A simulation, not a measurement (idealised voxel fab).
process module | voxel spacer lines
cross-section cut | 220 nm wide | cells 5 nm
A cross-section is a grid of square cells, given in bands from the top down. A band is one or more rows of cells.
Each band's line starts with the height of the band's top and of its bottom, in nm. Then come its materials from left to right, each with its width in nm. One material with "throughout" fills the band from edge to edge. "air" is empty space.
Height 0 is the level under which the wafer as received is all one material. The lowest band goes on downwards, as in "0 down".
A width such as "30 to 40" changes by the same amount from each row of cells to the next, from the band's top row to its bottom row.
"no change" after a step means that no cell of the cross-section changed.
closed voids: empty space of 8 cells or more with no open way to the top, each as width x height at its distance from the left edge, in nm
after a step's settings: what the simulator itself notes on the step
overlay nm, on a step with a mask: how far to the right of its planned place the mask lay; to the left if negative
plan
1 op RECEIVE | material Si
2 op CONFORMAL_DEP | material Al2O3 | thk nm 5
3 op DIRECTIONAL_DEP | material SiN | thk nm 15
4 op DIRECTIONAL_DEP | material polySi | thk nm 25
5 op PATTERN | tone cover | mask id MANDREL | material resist | width nm 20 | pitch nm 70 | thk nm 35 | overlay nm 0
6 op DIRECTIONAL_ETCH | etch materials polySi | depth nm 25
7 op STRIP | etch materials resist
8 op CONFORMAL_DEP | material SiO2 | thk nm 15
9 op DIRECTIONAL_ETCH | etch materials SiO2 | depth nm 15
10 op STRIP | etch materials polySi
11 op DIRECTIONAL_ETCH | etch materials SiN | depth nm 15
12 op STRIP | etch materials SiO2
13 op FILL_DEP | material lowk | thk nm 10
14 op CMP | height nm 20
as received, after step 1
  0 down: Si throughout
  closed voids: none
first wafer at the end, as planned
  20 to 5: lowk 50 | SiN 15 | lowk 20 | SiN 15 | lowk 20 | SiN 15 | lowk 20 | SiN 15 | lowk 50
  5 to 0: Al2O3 throughout
  0 down: Si throughout
  closed voids: none
second wafer at the end: like start, like plan, one mistake
  20 to 5: lowk 55 | SiN 10 | lowk 20 | SiN 10 | lowk 30 | SiN 10 | lowk 20 | SiN 10 | lowk 55
  5 to 0: Al2O3 throughout
  0 down: Si throughout
  closed voids: none
what went wrong: step 8 ran as: op CONFORMAL_DEP | material SiO2 | thk nm 10
at the end the second wafer has, in cells: 12 fewer of SiN | 12 more of lowk
